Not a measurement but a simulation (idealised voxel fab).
process module | voxel self aligned vias
cross-section cut | 205 nm wide | cells 5 nm
A cross-section is a grid of square cells, given in bands from the top down. A band is one or more rows of cells.
Each band's line starts with the height of the band's top and of its bottom, in nm. Then come its materials from left to right, each with its width in nm. One material with "throughout" fills the band from edge to edge. "air" is empty space.
Height 0 is the level under which the wafer as received is all one material. The lowest band goes on downwards, as in "0 down".
A width such as "30 to 40" changes by the same amount from each row of cells to the next, from the band's top row to its bottom row.
"no change" after a step means that no cell of the cross-section changed.
closed voids: empty space of 8 cells or more with no open way to the top, each as width x height at its distance from the left edge, in nm
after a step's settings: what the simulator itself notes on the step
overlay nm, on a step with a mask: how far to the right of its planned place the mask lay; to the left if negative
plan
1 op RECEIVE | material Si
2 op CONFORMAL_DEP | material SiO2 | thk nm 10
3 op CONFORMAL_DEP | material SiCN | thk nm 5
4 op DIRECTIONAL_DEP | material SiO2 | thk nm 25
5 op PATTERN | tone open | mask id LINES | material resist | width nm 20 | pitch nm 65 | thk nm 20 | overlay nm 0
6 op DIRECTIONAL_ETCH | etch materials SiO2 | depth nm 25
7 op STRIP | etch materials resist
8 op CONFORMAL_DEP | material TiN | thk nm 5
9 op FILL_DEP | material W | thk nm 10
10 op CMP | height nm 40
11 op SELECTIVE_ETCH | etch materials W Ru TiN | depth nm 5
12 op FILL_DEP | material SiN | thk nm 5
13 op CMP | height nm 40
14 op DIRECTIONAL_DEP | material SiO2 | thk nm 20
15 op PATTERN | tone open | mask id VIAS | material resist | width nm 40 | pitch nm 130 | thk nm 20 | overlay nm 0
16 op DIRECTIONAL_ETCH | etch materials SiO2 | depth nm 20
17 op DIRECTIONAL_ETCH | etch materials SiN | depth nm 5
18 op STRIP | etch materials resist
19 op CONFORMAL_DEP | material TiN | thk nm 5
20 op FILL_DEP | material Ru | thk nm 5
21 op CMP | height nm 60
22 op CONFORMAL_DEP | material SiN | thk nm 5
varied across the wafers: thk nm of step 19. The plan shows the first wafer's value. All wafers start alike
first wafer as received, after step 1
  0 down: Si throughout
  closed voids: none
first wafer at the end, after step 22
  65 to 60: SiN throughout
  60 to 45: SiO2 15 | TiN 5 | Ru 30 | TiN 5 | SiO2 90 | TiN 5 | Ru 30 | TiN 5 | SiO2 20
  45 to 40: SiO2 15 | TiN 15 | Ru 10 | TiN 15 | SiO2 90 | TiN 15 | Ru 10 | TiN 15 | SiO2 20
  40 to 35: SiO2 25 | TiN 20 | SiO2 45 | SiN 20 | SiO2 45 | TiN 20 | SiO2 30
  35 to 20: SiO2 25 | TiN 5 | W 10 | TiN 5 | SiO2 45 | TiN 5 | W 10 | TiN 5 | SiO2 45 | TiN 5 | W 10 | TiN 5 | SiO2 30
  20 to 15: SiO2 25 | TiN 20 | SiO2 45 | TiN 20 | SiO2 45 | TiN 20 | SiO2 30
  15 to 10: SiCN throughout
  10 to 0: SiO2 throughout
  0 down: Si throughout
  closed voids: none
last wafer at the end
  65 to 60: SiN throughout
  60 to 40: SiO2 15 | TiN 40 | SiO2 90 | TiN 40 | SiO2 20
  40 to 35: SiO2 25 | TiN 20 | SiO2 45 | SiN 20 | SiO2 45 | TiN 20 | SiO2 30
  35 to 20: SiO2 25 | TiN 5 | W 10 | TiN 5 | SiO2 45 | TiN 5 | W 10 | TiN 5 | SiO2 45 | TiN 5 | W 10 | TiN 5 | SiO2 30
  20 to 15: SiO2 25 | TiN 20 | SiO2 45 | TiN 20 | SiO2 45 | TiN 20 | SiO2 30
  15 to 10: SiCN throughout
  10 to 0: SiO2 throughout
  0 down: Si throughout
  closed voids: none
each wafer at the end: cells of each material gained (+) or lost (-) since it was received, then its closed voids
thk nm 5 | +40 Ru | +41 SiCN | +45 SiN | +327 SiO2 | +62 TiN | +18 W | closed voids: none
thk nm 10 | +16 Ru | +41 SiCN | +45 SiN | +327 SiO2 | +86 TiN | +18 W | closed voids: none
thk nm 15 | +4 Ru | +41 SiCN | +45 SiN | +327 SiO2 | +98 TiN | +18 W | closed voids: none
thk nm 20 | +41 SiCN | +45 SiN | +327 SiO2 | +102 TiN | +18 W | closed voids: none
